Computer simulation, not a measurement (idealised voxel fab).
process module | voxel ribs on slabs
cross-section cut | 230 nm wide | cells 5 nm
A cross-section is a grid of square cells, given in bands from the top down. A band is one or more rows of cells.
Each band's line starts with the height of the band's top and of its bottom, in nm. Then come its materials from left to right, each with its width in nm. One material with "throughout" fills the band from edge to edge. "air" is empty space.
Height 0 is the level under which the wafer as received is all one material. The lowest band goes on downwards, as in "0 down".
A width such as "30 to 40" changes by the same amount from each row of cells to the next, from the band's top row to its bottom row.
"no change" after a step means that no cell of the cross-section changed.
closed voids: empty space of 8 cells or more with no open way to the top, each as width x height at its distance from the left edge, in nm
after a step's settings: what the simulator itself notes on the step
overlay nm, on a step with a mask: how far to the right of its planned place the mask lay; to the left if negative
plan
1 op RECEIVE | material Si
2 op DIRECTIONAL_DEP | material SiO2 | thk nm 15
3 op DIRECTIONAL_DEP | material polySi | thk nm 15
4 op PATTERN | tone cover | mask id RIB | material resist | width nm 25 | thk nm 15 | overlay nm 0
5 op DIRECTIONAL_ETCH | etch materials polySi | depth nm 10
6 op STRIP | etch materials resist
7 op DIRECTIONAL_DEP | material aC | thk nm 15
8 op PATTERN | tone cover | mask id SLAB | material resist | width nm 85 | thk nm 30 | overlay nm 0
9 op DIRECTIONAL_ETCH | etch materials aC | depth nm 15
10 op STRIP | etch materials resist
11 op DIRECTIONAL_ETCH | etch materials polySi | depth nm 5
12 op STRIP | etch materials aC
13 op FILL_DEP | material SiO2 | thk nm 20
14 op CMP | height nm 50
15 op DIRECTIONAL_DEP | material TiN | thk nm 10
16 op PATTERN | tone cover | mask id HEATER | material resist | width nm 35 | thk nm 15 | overlay nm 0
17 op DIRECTIONAL_ETCH | etch materials TiN | depth nm 10
18 op STRIP | etch materials resist
19 op CONFORMAL_DEP | material SiN | thk nm 10
varied across the wafers: thk nm of step 2. The plan shows the first wafer's value. All wafers start alike
first wafer as received, after step 1
  0 down: Si throughout
  closed voids: none
each wafer at the end: cells of each material gained (+) or lost (-) since it was received, then its closed voids
thk nm 15 | +100 SiN | +433 SiO2 | +14 TiN | +27 polySi | closed voids: none
thk nm 20 | +100 SiN | +433 SiO2 | +14 TiN | +27 polySi | closed voids: none
thk nm 25 | +100 SiN | +433 SiO2 | +14 TiN | +27 polySi | closed voids: none
thk nm 30 | +100 SiN | +433 SiO2 | +14 TiN | +27 polySi | closed voids: none
thk nm 35 | +100 SiN | +433 SiO2 | +14 TiN | +27 polySi | closed voids: none
thk nm 40 | +100 SiN | +438 SiO2 | +14 TiN | +22 polySi | closed voids: none
